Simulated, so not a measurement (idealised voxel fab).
The name of this process module is voxel wiring stack.
Shown is cross-section cut, with a width of 260 nm and square cells of size 5 nm.
This document writes a cross-section as a grid whose cells are square, and gives it as bands, listed from the top down; one or more rows of cells form a band. Look at the band entry: it leads with the top's height and the bottom's height in nm. Then it lists the materials left to right, with a width in nm for each. The word "full width" on a single material says that material fills the band edge to edge. The word "air" is empty space. Heights are measured from 0, the level below which the as-received wafer is all one material; the lowest band has no bottom and continues downward, written as in "top 0, no bottom". A width given as "30..40" starts at the first number in the band's top row and ends at the second number in its bottom row, shifting by an equal amount at every step from row to row. Step marked "same as before"? Then no cell in the cross-section changed in it. What "Listed closed voids" gives you is every empty space of 8 cells or more that is cut off from the top. Each appears as width x height at distance, with the distance taken from the left edge and width, height and distance all in nm. Formally, on a step line, whatever follows the settings is a remark that the simulator itself makes on the step. overlay nm: mask right of planned place by this much (step with mask). Neg. = left.

## Steps in the process plan
1 RECEIVE: material Si
2 CONFORMAL_DEP: material SiO2, thk nm 15
3 CONFORMAL_DEP: material SiN, thk nm 5
4 DIRECTIONAL_DEP: material lowk, thk nm 15
5 MASKED_ETCH: tone open, mask id METAL_1, width nm 25, pitch nm 50, etch materials lowk, depth nm 15, overlay nm 0
6 MASKED_ETCH: tone open, mask id METAL_1, width nm 25, pitch nm 50, etch materials SiN, depth nm 5, overlay nm 0
7 CONFORMAL_DEP: material TiN, thk nm 5
8 FILL_DEP: material W, thk nm 10
9 CMP: height nm 35
10 EPI: material Ru, thk nm 5
11 FILL_DEP: material SiCN, thk nm 5
12 DIRECTIONAL_DEP: material lowk, thk nm 35
13 PATTERN: tone open, mask id METAL_2_HOLES, material resist, width nm 15, thk nm 15, overlay nm 0
14 DIRECTIONAL_ETCH: etch materials lowk, depth nm 35
15 STRIP: etch materials resist
16 DIRECTIONAL_DEP: material aC, thk nm 15
17 PATTERN: tone open, mask id METAL_2, material resist, width nm 25, pitch nm 50, thk nm 35, overlay nm 0
18 DIRECTIONAL_ETCH: etch materials aC, depth nm 15
19 STRIP: etch materials resist
20 DIRECTIONAL_ETCH: etch materials lowk, depth nm 20
21 DIRECTIONAL_ETCH: etch materials SiCN, depth nm 5
22 STRIP: etch materials aC
23 CONFORMAL_DEP: material TiN, thk nm 5
24 FILL_DEP: material Cu, thk nm 5
25 CMP: height nm 80
26 CONFORMAL_DEP: material SiCN, thk nm 5

## As received (post step 1): cross-section
- top 0, no bottom  Si full width
- Listed closed voids: none

## Wafer at module end, in section. Began as above, planned as above, run with one mistake
- top 85, bottom 80  SiCN full width
- top 80, bottom 65  lowk: 90  TiN: 5  Cu: 15  TiN: 5  lowk: 25  TiN: 5  Cu: 15  TiN: 5  lowk: 95
- top 65, bottom 60  lowk: 90  TiN: 5  Cu: 5  TiN: 15  lowk: 25  TiN: 25  lowk: 95
- top 60, bottom 45  lowk: 90  TiN: 5  Cu: 5  TiN: 5  lowk: 155
- top 45, bottom 40  SiCN: 90  TiN: 15  SiCN: 155
- top 40, bottom 35  Ru full width
- top 35, bottom 25  W full width
- top 25, bottom 20  TiN: 95  W: 15  TiN: 35  W: 15  TiN: 100
- top 20, bottom 15  SiN: 90  TiN: 25  SiN: 25  TiN: 25  SiN: 95
- top 15, bottom 0  SiO2 full width
- top 0, no bottom  Si full width
- Listed closed voids: none
What was the processing mistake? it should be noted that step 4 of the plan was omitted and was not performed
